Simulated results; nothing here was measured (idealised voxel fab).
The document below concerns the process module designated voxel ribs on slabs.
Shown is cross-section cut, with a width of 170 nm and square cells of size 5 nm.
How to read a cross-section here: the picture is a grid of square cells, written as bands going from the top down, and any band can span one or more rows of cells. Band entry format. Leading values: height of top, height of bottom, nm. Remainder: materials in left-to-right order, each with its width in nm. Special words: "edge to edge" on a single material, which then fills the band edge to edge; "empty", empty space. It should be noted that heights are counted from 0, beneath which the wafer as supplied is of one material throughout, and that the lowest band possesses no lower boundary but continues downward, as written in "z 0 and below". Width spec "30->40" -> top row of cells at first value, bottom row at second value, equal per-row change in between. Given "no change" for a step, no cell of the cross-section differs between before and after that step. Fully sealed voids: empty space of 8 cells or more with no open way to the top, each as width x height at its distance from the left edge, in nm. Anything after a step's settings on that line? It's the simulator's own note about the step. You can add "overlay nm" to a step's line. For a step with a mask, it describes how far the mask lay to the right of its planned position, and a negative number describes a lay to the left.
-- Steps in the process plan
1) RECEIVE, material Si
2) DIRECTIONAL_DEP, material SiO2, thk nm 20
3) DIRECTIONAL_DEP, material polySi, thk nm 15
4) MASKED_ETCH, tone cover, mask id RIB, width nm 30, etch materials polySi, depth nm 10, overlay nm 0
5) DIRECTIONAL_DEP, material aC, thk nm 15
6) PATTERN, tone cover, mask id SLAB, material resist, width nm 70, thk nm 35, overlay nm 0
7) DIRECTIONAL_ETCH, etch materials aC, depth nm 15
8) STRIP, etch materials resist
9) DIRECTIONAL_ETCH, etch materials polySi, depth nm 5
10) STRIP, etch materials aC
11) FILL_DEP, material SiO2, thk nm 15
12) CMP, height nm 45
13) DIRECTIONAL_DEP, material W, thk nm 10
14) DIRECTIONAL_DEP, material aC, thk nm 10
15) PATTERN, tone cover, mask id HEATER, material resist, width nm 40, thk nm 25, overlay nm 0
16) DIRECTIONAL_ETCH, etch materials aC, depth nm 10
17) STRIP, etch materials resist
18) DIRECTIONAL_ETCH, etch materials W, depth nm 10
19) STRIP, etch materials aC
20) CONFORMAL_DEP, material SiN, thk nm 10
-- Concerning the first of two wafers, which was run in accordance with the plan
-- Cross-section: wafer on arrival = after step 1
z 0 and below  Si edge to edge
Fully sealed voids: none
-- after step 2
z 20 to 0  SiO2 edge to edge
All layers under 0 are left as they were.
-- after step 3
z 35 to 20  polySi edge to edge
All layers under 20 are left as they were.
-- after step 4
z 35 to 25  empty=70 | polySi=30 | empty=70
All layers under 25 are left as they were.
-- after step 5
z 50 to 40  empty=70 | aC=30 | empty=70
z 40 to 35  aC edge to edge
z 35 to 25  aC=70 | polySi=30 | aC=70
All layers under 25 are left as they were.
-- after step 6
z 85 to 50  empty=50 | resist=70 | empty=50
z 50 to 40  empty=50 | resist=20 | aC=30 | resist=20 | empty=50
All layers under 40 are left as they were.
-- after step 7
z 70 to 50  empty=50 | resist=70 | empty=50
z 50 to 40  empty=50 | resist=20 | aC=30 | resist=20 | empty=50
z 40 to 35  empty=50 | aC=70 | empty=50
z 35 to 25  empty=50 | aC=20 | polySi=30 | aC=20 | empty=50
All layers under 25 are left as they were.
-- after step 8
z 50 to 40  empty=70 | aC=30 | empty=70
All layers under 40 are left as they were.
-- after step 9
z 50 to 40  empty=70 | aC=30 | empty=70
z 40 to 35  empty=50 | aC=70 | empty=50
z 35 to 25  empty=50 | aC=20 | polySi=30 | aC=20 | empty=50
z 25 to 20  empty=50 | polySi=70 | empty=50
All layers under 20 are left as they were.
-- after step 10
z 35 to 25  empty=70 | polySi=30 | empty=70
All layers under 25 are left as they were.
-- after step 11
z 50 to 35  SiO2 edge to edge
z 35 to 25  SiO2=70 | polySi=30 | SiO2=70
z 25 to 20  SiO2=50 | polySi=70 | SiO2=50
All layers under 20 are left as they were.
-- after step 12
z 45 to 35  SiO2 edge to edge
All layers under 35 are left as they were.
-- after step 13
z 55 to 45  W edge to edge
All layers under 45 are left as they were.
-- after step 14
z 65 to 55  aC edge to edge
All layers under 55 are left as they were.
-- after step 15
z 90 to 65  empty=65 | resist=40 | empty=65
All layers under 65 are left as they were.
-- after step 16
z 80 to 65  empty=65 | resist=40 | empty=65
z 65 to 55  empty=65 | aC=40 | empty=65
All layers under 55 are left as they were.
-- after step 17
z 65 to 55  empty=65 | aC=40 | empty=65
All layers under 55 are left as they were.
-- after step 18
z 65 to 55  empty=65 | aC=40 | empty=65
z 55 to 45  empty=65 | W=40 | empty=65
All layers under 45 are left as they were.
-- after step 19
z 55 to 45  empty=65 | W=40 | empty=65
All layers under 45 are left as they were.
-- after step 20
z 65 to 55  empty=55 | SiN=60 | empty=55
z 55 to 45  SiN=65 | W=40 | SiN=65
All layers under 45 are left as they were.
-- What follows concerns the second wafer, which started out like the first and was meant to follow the very same plan; one mistake crept in when it was run, but everything up to and including step 3 is the same as for the first wafer
-- The second wafer in cross-section, at the planned close of step 4
z 35 to 30  empty=70 | polySi=30 | empty=70
All layers under 30 are left as they were.
-- The second wafer in cross-section, at the planned close of step 5
z 50 to 45  empty=70 | aC=30 | empty=70
z 45 to 35  aC edge to edge
z 35 to 30  aC=70 | polySi=30 | aC=70
All layers under 30 are left as they were.
-- The second wafer in cross-section, at the planned close of step 6
z 85 to 50  empty=50 | resist=70 | empty=50
z 50 to 45  empty=50 | resist=20 | aC=30 | resist=20 | empty=50
All layers under 45 are left as they were.
-- The second wafer in cross-section, at the planned close of step 7
z 70 to 50  empty=50 | resist=70 | empty=50
z 50 to 45  empty=50 | resist=20 | aC=30 | resist=20 | empty=50
z 45 to 35  empty=50 | aC=70 | empty=50
z 35 to 30  empty=50 | aC=20 | polySi=30 | aC=20 | empty=50
All layers under 30 are left as they were.
-- The second wafer in cross-section, at the planned close of step 8
z 50 to 45  empty=70 | aC=30 | empty=70
All layers under 45 are left as they were.
-- The second wafer in cross-section, at the planned close of step 9
z 50 to 45  empty=70 | aC=30 | empty=70
z 45 to 35  empty=50 | aC=70 | empty=50
z 35 to 30  empty=50 | aC=20 | polySi=30 | aC=20 | empty=50
z 30 to 25  empty=50 | polySi=70 | empty=50
All layers under 25 are left as they were.
-- The second wafer in cross-section, at the planned close of step 10
z 35 to 25  empty=70->50 | polySi=30->70 | empty=70->50
All layers under 25 are left as they were.
-- The second wafer in cross-section, at the planned close of step 11
z 50 to 35  SiO2 edge to edge
z 35 to 25  SiO2=70->50 | polySi=30->70 | SiO2=70->50
All layers under 25 are left as they were.
-- The second wafer in cross-section, at the planned close of step 12
z 45 to 35  SiO2 edge to edge
All layers under 35 are left as they were.
-- The second wafer in cross-section, at the planned close of step 13
z 55 to 45  W edge to edge
All layers under 45 are left as they were.
-- The second wafer in cross-section, at the planned close of step 14
z 65 to 55  aC edge to edge
All layers under 55 are left as they were.
-- The second wafer in cross-section, at the planned close of step 15
z 90 to 65  empty=65 | resist=40 | empty=65
All layers under 65 are left as they were.
-- The second wafer in cross-section, at the planned close of step 16
z 80 to 65  empty=65 | resist=40 | empty=65
z 65 to 55  empty=65 | aC=40 | empty=65
All layers under 55 are left as they were.
-- The second wafer in cross-section, at the planned close of step 17
z 65 to 55  empty=65 | aC=40 | empty=65
All layers under 55 are left as they were.
-- The second wafer in cross-section, at the planned close of step 18
z 65 to 55  empty=65 | aC=40 | empty=65
z 55 to 45  empty=65 | W=40 | empty=65
All layers under 45 are left as they were.
-- The second wafer in cross-section, at the planned close of step 19
z 55 to 45  empty=65 | W=40 | empty=65
All layers under 45 are left as they were.
-- The second wafer in cross-section, at the planned close of step 20
z 65 to 55  empty=55 | SiN=60 | empty=55
z 55 to 45  SiN=65 | W=40 | SiN=65
All layers under 45 are left as they were.
The plan and the run diverged here: planned and actual differ for step 4; actual: MASKED_ETCH, tone cover, mask id RIB, width nm 30, etch materials polySi, depth nm 5, overlay nm 0
In the final state, the cell counts of the second wafer exceed or fall short of those of the first for the following materials: 28 fewer of SiO2; 28 more of polySi
